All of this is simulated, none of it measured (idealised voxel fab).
The following process module bears the name voxel self aligned contacts.
Section cut is 265 nm wide and gridded with 5 nm square cells.
Reading order for cross-sections: top band down to bottom band. Underlying form: a grid of square cells. Band size: one or more rows of cells. Top height, bottom height, nm. Materials left to right, width each, nm. Single material + "edge to edge" = fills band edge to edge. "empty" = empty. We count height from 0. Below that, the starting wafer is all one material. The lowest band never ends at the bottom but goes on down; see "0 and below" for how that is written. You'd read "30->40" like this: the band's top row of cells is as wide as the first number, its bottom row is as wide as the second, and going down, every row changes width by the same amount as the row before did. The designation "identical to before", where it is given for a processing step, indicates that no cell of the cross-section was altered in the course of that step. "Closed void inventory" specifies each empty space that is not open to the top and that occupies no fewer than 8 cells, using the form width x height at distance, the distance measured from the left edge and all three quantities in nm. The remark found on a step's line after its settings is issued by the simulator itself and pertains to that step. "overlay nm" answers the question of how far to the right of plan the mask lay on a step that has a mask, and when it is negative the answer is to the left.

### So here's the lineup of process steps we planned
1: RECEIVE (material Si)
2: OXIDIZE (depth nm 5)
3: DIRECTIONAL_DEP (material polySi; thk nm 30)
4: DIRECTIONAL_DEP (material SiN; thk nm 20)
5: PATTERN (tone cover; mask id GATE; material resist; width nm 30; pitch nm 65; thk nm 20; overlay nm 0)
6: DIRECTIONAL_ETCH (etch materials SiN; depth nm 20)
7: DIRECTIONAL_ETCH (etch materials polySi; depth nm 30)
8: STRIP (etch materials resist)
9: CONFORMAL_DEP (material SiN; thk nm 10)
10: DIRECTIONAL_ETCH (etch materials SiN; depth nm 10)
11: FILL_DEP (material SiO2; thk nm 15)
12: CMP (height nm 55)
13: DIRECTIONAL_DEP (material aC; thk nm 15)
14: PATTERN (tone open; mask id CONTACT; material resist; width nm 45; thk nm 30; overlay nm 0)
15: DIRECTIONAL_ETCH (etch materials aC; depth nm 15)
16: STRIP (etch materials resist)
17: DIRECTIONAL_ETCH (etch materials SiO2; depth nm 60)
18: STRIP (etch materials aC)
19: CONFORMAL_DEP (material TiN; thk nm 5)
20: FILL_DEP (material Ru; thk nm 10)
21: CMP (height nm 55)
22: CONFORMAL_DEP (material SiN; thk nm 5)

### Account of the first of two wafers, which was processed as intended

### Incoming wafer, cross-sectional view, post step 1
    0 and below  Si edge to edge
    Closed void inventory: none

### Wafer xsec, post step 2
    0 down to -5  SiO2 edge to edge
    Rest of section, below -5: as before.

### Wafer xsec, post step 3
    30 down to 0  polySi edge to edge
    Rest of section, below 0: as before.

### Wafer xsec, post step 4
    50 down to 30  SiN edge to edge
    Rest of section, below 30: as before.

### Wafer xsec, post step 5
    70 down to 50  empty 85 nm, then resist 30 nm, then empty 35 nm, then resist 30 nm, then empty 85 nm
    Rest of section, below 50: as before.

### Wafer xsec, post step 6
    70 down to 50  empty 85 nm, then resist 30 nm, then empty 35 nm, then resist 30 nm, then empty 85 nm
    50 down to 30  empty 85 nm, then SiN 30 nm, then empty 35 nm, then SiN 30 nm, then empty 85 nm
    Rest of section, below 30: as before.

### Wafer xsec, post step 7
    70 down to 50  empty 85 nm, then resist 30 nm, then empty 35 nm, then resist 30 nm, then empty 85 nm
    50 down to 30  empty 85 nm, then SiN 30 nm, then empty 35 nm, then SiN 30 nm, then empty 85 nm
    30 down to 0  empty 85 nm, then polySi 30 nm, then empty 35 nm, then polySi 30 nm, then empty 85 nm
    Rest of section, below 0: as before.

### Wafer xsec, post step 8
    50 down to 30  empty 85 nm, then SiN 30 nm, then empty 35 nm, then SiN 30 nm, then empty 85 nm
    Rest of section, below 30: as before.

### Wafer xsec, post step 9
    60 down to 30  empty 75 nm, then SiN 50 nm, then empty 15 nm, then SiN 50 nm, then empty 75 nm
    30 down to 10  empty 75 nm, then SiN 10 nm, then polySi 30 nm, then SiN 10 nm, then empty 15 nm, then SiN 10 nm, then polySi 30 nm, then SiN 10 nm, then empty 75 nm
    10 down to 0  SiN 85 nm, then polySi 30 nm, then SiN 35 nm, then polySi 30 nm, then SiN 85 nm
    Rest of section, below 0: as before.

### Wafer xsec, post step 10
    50 down to 30  empty 75 nm, then SiN 50 nm, then empty 15 nm, then SiN 50 nm, then empty 75 nm
    30 down to 0  empty 75 nm, then SiN 10 nm, then polySi 30 nm, then SiN 10 nm, then empty 15 nm, then SiN 10 nm, then polySi 30 nm, then SiN 10 nm, then empty 75 nm
    Rest of section, below 0: as before.

### Wafer xsec, post step 11
    65 down to 50  SiO2 edge to edge
    50 down to 30  SiO2 75 nm, then SiN 50 nm, then SiO2 15 nm, then SiN 50 nm, then SiO2 75 nm
    30 down to 0  SiO2 75 nm, then SiN 10 nm, then polySi 30 nm, then SiN 10 nm, then SiO2 15 nm, then SiN 10 nm, then polySi 30 nm, then SiN 10 nm, then SiO2 75 nm
    Rest of section, below 0: as before.

### Wafer xsec, post step 12
    55 down to 50  SiO2 edge to edge
    Rest of section, below 50: as before.

### Wafer xsec, post step 13
    70 down to 55  aC edge to edge
    Rest of section, below 55: as before.

### Wafer xsec, post step 14
    100 down to 70  resist 110 nm, then empty 45 nm, then resist 110 nm
    Rest of section, below 70: as before.

### Wafer xsec, post step 15
    85 down to 70  resist 110 nm, then empty 45 nm, then resist 110 nm
    70 down to 55  aC 110 nm, then empty 45 nm, then aC 110 nm
    Rest of section, below 55: as before.

### Wafer xsec, post step 16
    70 down to 55  aC 110 nm, then empty 45 nm, then aC 110 nm
    Rest of section, below 55: as before.

### Wafer xsec, post step 17
    70 down to 55  aC 110 nm, then empty 45 nm, then aC 110 nm
    55 down to 50  SiO2 110 nm, then empty 45 nm, then SiO2 110 nm
    50 down to 30  SiO2 75 nm, then SiN 50 nm, then empty 15 nm, then SiN 50 nm, then SiO2 75 nm
    30 down to 0  SiO2 75 nm, then SiN 10 nm, then polySi 30 nm, then SiN 10 nm, then empty 15 nm, then SiN 10 nm, then polySi 30 nm, then SiN 10 nm, then SiO2 75 nm
    0 down to -5  SiO2 125 nm, then empty 15 nm, then SiO2 125 nm
    Rest of section, below -5: as before.

### Wafer xsec, post step 18
    55 down to 50  SiO2 110 nm, then empty 45 nm, then SiO2 110 nm
    Rest of section, below 50: as before.

### Wafer xsec, post step 19
    60 down to 55  TiN 115 nm, then empty 35 nm, then TiN 115 nm
    55 down to 50  SiO2 110 nm, then TiN 20 nm, then empty 5 nm, then TiN 20 nm, then SiO2 110 nm
    50 down to 30  SiO2 75 nm, then SiN 50 nm, then TiN 5 nm, then empty 5 nm, then TiN 5 nm, then SiN 50 nm, then SiO2 75 nm
    30 down to 0  SiO2 75 nm, then SiN 10 nm, then polySi 30 nm, then SiN 10 nm, then TiN 5 nm, then empty 5 nm, then TiN 5 nm, then SiN 10 nm, then polySi 30 nm, then SiN 10 nm, then SiO2 75 nm
    0 down to -5  SiO2 125 nm, then TiN 15 nm, then SiO2 125 nm
    Rest of section, below -5: as before.

### Wafer xsec, post step 20
    70 down to 60  Ru edge to edge
    60 down to 55  TiN 115 nm, then Ru 35 nm, then TiN 115 nm
    55 down to 50  SiO2 110 nm, then TiN 20 nm, then Ru 5 nm, then TiN 20 nm, then SiO2 110 nm
    50 down to 30  SiO2 75 nm, then SiN 50 nm, then TiN 5 nm, then Ru 5 nm, then TiN 5 nm, then SiN 50 nm, then SiO2 75 nm
    30 down to 0  SiO2 75 nm, then SiN 10 nm, then polySi 30 nm, then SiN 10 nm, then TiN 5 nm, then Ru 5 nm, then TiN 5 nm, then SiN 10 nm, then polySi 30 nm, then SiN 10 nm, then SiO2 75 nm
    Rest of section, below 0: as before.

### Wafer xsec, post step 21
    55 down to 50  SiO2 110 nm, then TiN 20 nm, then Ru 5 nm, then TiN 20 nm, then SiO2 110 nm
    Rest of section, below 50: as before.

### Wafer xsec, post step 22
    60 down to 55  SiN edge to edge
    Rest of section, below 55: as before.

### What follows concerns the second wafer, which started out like the first and was meant to follow the very same plan; one mistake crept in when it was run, but everything up to and including step 3 is the same as for the first wafer

### Here is the second wafer in cross-section at the point where step 4 of the plan should have been done
    70 down to 30  SiN edge to edge
    Rest of section, below 30: as before.

### Here is the second wafer in cross-section at the point where step 5 of the plan should have been done
    90 down to 70  empty 85 nm, then resist 30 nm, then empty 35 nm, then resist 30 nm, then empty 85 nm
    Rest of section, below 70: as before.

### Here is the second wafer in cross-section at the point where step 6 of the plan should have been done
    90 down to 70  empty 85 nm, then resist 30 nm, then empty 35 nm, then resist 30 nm, then empty 85 nm
    70 down to 50  empty 85 nm, then SiN 30 nm, then empty 35 nm, then SiN 30 nm, then empty 85 nm
    Rest of section, below 50: as before.

Here is the second wafer in cross-section at the point where step 7 of the plan should have been done: identical to before

### Here is the second wafer in cross-section at the point where step 8 of the plan should have been done
    70 down to 50  empty 85 nm, then SiN 30 nm, then empty 35 nm, then SiN 30 nm, then empty 85 nm
    Rest of section, below 50: as before.

### Here is the second wafer in cross-section at the point where step 9 of the plan should have been done
    80 down to 60  empty 75 nm, then SiN 50 nm, then empty 15 nm, then SiN 50 nm, then empty 75 nm
    60 down to 30  SiN edge to edge
    Rest of section, below 30: as before.

### Here is the second wafer in cross-section at the point where step 10 of the plan should have been done
    70 down to 50  empty 75 nm, then SiN 50 nm, then empty 15 nm, then SiN 50 nm, then empty 75 nm
    Rest of section, below 50: as before.

### Here is the second wafer in cross-section at the point where step 11 of the plan should have been done
    85 down to 70  SiO2 edge to edge
    70 down to 50  SiO2 75 nm, then SiN 50 nm, then SiO2 15 nm, then SiN 50 nm, then SiO2 75 nm
    Rest of section, below 50: as before.

### Here is the second wafer in cross-section at the point where step 12 of the plan should have been done
    55 down to 50  SiO2 75 nm, then SiN 50 nm, then SiO2 15 nm, then SiN 50 nm, then SiO2 75 nm
    Rest of section, below 50: as before.

### Here is the second wafer in cross-section at the point where step 13 of the plan should have been done
    70 down to 55  aC edge to edge
    Rest of section, below 55: as before.

### Here is the second wafer in cross-section at the point where step 14 of the plan should have been done
    100 down to 70  resist 110 nm, then empty 45 nm, then resist 110 nm
    Rest of section, below 70: as before.

### Here is the second wafer in cross-section at the point where step 15 of the plan should have been done
    85 down to 70  resist 110 nm, then empty 45 nm, then resist 110 nm
    70 down to 55  aC 110 nm, then empty 45 nm, then aC 110 nm
    Rest of section, below 55: as before.

### Here is the second wafer in cross-section at the point where step 16 of the plan should have been done
    70 down to 55  aC 110 nm, then empty 45 nm, then aC 110 nm
    Rest of section, below 55: as before.

### Here is the second wafer in cross-section at the point where step 17 of the plan should have been done
    70 down to 55  aC 110 nm, then empty 45 nm, then aC 110 nm
    55 down to 50  SiO2 75 nm, then SiN 50 nm, then empty 15 nm, then SiN 50 nm, then SiO2 75 nm
    Rest of section, below 50: as before.

### Here is the second wafer in cross-section at the point where step 18 of the plan should have been done
    55 down to 50  SiO2 75 nm, then SiN 50 nm, then empty 15 nm, then SiN 50 nm, then SiO2 75 nm
    Rest of section, below 50: as before.

### Here is the second wafer in cross-section at the point where step 19 of the plan should have been done
    60 down to 55  TiN 130 nm, then empty 5 nm, then TiN 130 nm
    55 down to 50  SiO2 75 nm, then SiN 50 nm, then TiN 15 nm, then SiN 50 nm, then SiO2 75 nm
    Rest of section, below 50: as before.

### Here is the second wafer in cross-section at the point where step 20 of the plan should have been done
    70 down to 60  Ru edge to edge
    60 down to 55  TiN 130 nm, then Ru 5 nm, then TiN 130 nm
    Rest of section, below 55: as before.

### Here is the second wafer in cross-section at the point where step 21 of the plan should have been done
    55 down to 50  SiO2 75 nm, then SiN 50 nm, then TiN 15 nm, then SiN 50 nm, then SiO2 75 nm
    Rest of section, below 50: as before.

### Here is the second wafer in cross-section at the point where step 22 of the plan should have been done
    60 down to 55  SiN edge to edge
    Rest of section, below 55: as before.
Which mistake was made when the wafer was run? regarding the plan, step 4 was run twice
Heads up, by the end the second wafer has more or fewer cells of some materials compared to the first: 11 fewer of Ru; 104 more of SiN; 311 fewer of SiO2; 28 fewer of TiN; 246 more of polySi
